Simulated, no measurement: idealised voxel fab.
process module | voxel gate over fins
cross-section cut | 165 nm wide | cells 5 nm
A cross-section is a grid of square cells, given in bands from the top down. A band is one or more rows of cells.
Each band's line starts with the height of the band's top and of its bottom, in nm. Then come its materials from left to right, each with its width in nm. One material with "throughout" fills the band from edge to edge. "air" is empty space.
Height 0 is the level under which the wafer as received is all one material. The lowest band goes on downwards, as in "0 down".
A width such as "30 to 40" changes by the same amount from each row of cells to the next, from the band's top row to its bottom row.
"no change" after a step means that no cell of the cross-section changed.
closed voids: empty space of 8 cells or more with no open way to the top, each as width x height at its distance from the left edge, in nm
after a step's settings: what the simulator itself notes on the step
overlay nm, on a step with a mask: how far to the right of its planned place the mask lay; to the left if negative
plan
1 op RECEIVE | material Si
2 op CONFORMAL_DEP | material SiN | thk nm 5
3 op PATTERN | tone cover | mask id FINS | material resist | width nm 15 | pitch nm 60 | thk nm 20 | overlay nm 0
4 op DIRECTIONAL_ETCH | etch materials SiN | depth nm 5
5 op DIRECTIONAL_ETCH | etch materials Si | depth nm 30
6 op STRIP | etch materials resist
7 op OXIDIZE | depth nm 5
8 op FILL_DEP | material SiO2 | thk nm 5
9 op CMP | height nm 5
10 op MASKED_ETCH | tone open | mask id RAIL | width nm 15 | etch materials SiO2 | depth nm 30 | overlay nm 0
11 op CONFORMAL_DEP | material TiN | thk nm 5
12 op FILL_DEP | material W | thk nm 10
13 op CMP | height nm 5
14 op SELECTIVE_ETCH | etch materials W Ru TiN | depth nm 25
15 op FILL_DEP | material SiO2 | thk nm 5
16 op CMP | height nm 5
17 op SELECTIVE_ETCH | etch materials SiO2 | depth nm 20
18 op STRIP | etch materials SiN
19 op CONFORMAL_DEP | material HfO2 | thk nm 5
20 op CONFORMAL_DEP | material TiN | thk nm 5
21 op FILL_DEP | material W | thk nm 15
22 op CMP | height nm 20
23 op CONFORMAL_DEP | material SiN | thk nm 10
as received, after step 1
  0 down: Si throughout
  closed voids: none
a wafer at the end: this start, this plan, one mistake
  30 to 20: SiN throughout
  20 to 10: Ru throughout
  10 to 5: Ru 10 | TiN 25 | Ru 35 | TiN 25 | Ru 35 | TiN 25 | Ru 10
  5 to 0: Ru 10 | TiN 5 | HfO2 15 | TiN 5 | Ru 35 | TiN 5 | HfO2 15 | TiN 5 | Ru 35 | TiN 5 | HfO2 15 | TiN 5 | Ru 10
  0 to -5: Ru 10 | TiN 5 | HfO2 5 | Si 5 | HfO2 5 | TiN 5 | Ru 35 | TiN 5 | HfO2 5 | Si 5 | HfO2 5 | TiN 5 | Ru 35 | TiN 5 | HfO2 5 | Si 5 | HfO2 5 | TiN 5 | Ru 10
  -5 to -10: TiN 15 | HfO2 5 | Si 5 | HfO2 5 | TiN 45 | HfO2 5 | Si 5 | HfO2 5 | TiN 45 | HfO2 5 | Si 5 | HfO2 5 | TiN 15
  -10 to -15: HfO2 20 | Si 5 | HfO2 55 | Si 5 | HfO2 55 | Si 5 | HfO2 20
  -15 to -20: SiO2 20 | Si 5 | SiO2 55 | Si 5 | SiO2 55 | Si 5 | SiO2 20
  -20 to -25: SiO2 20 | Si 5 | SiO2 20 | TiN 15 | SiO2 20 | Si 5 | SiO2 55 | Si 5 | SiO2 20
  -25 to -35: SiO2 20 | Si 5 | SiO2 55 | Si 5 | SiO2 55 | Si 5 | SiO2 20
  -35 down: Si throughout
  closed voids: none
what went wrong: step 21 ran as: op FILL_DEP | material Ru | thk nm 15
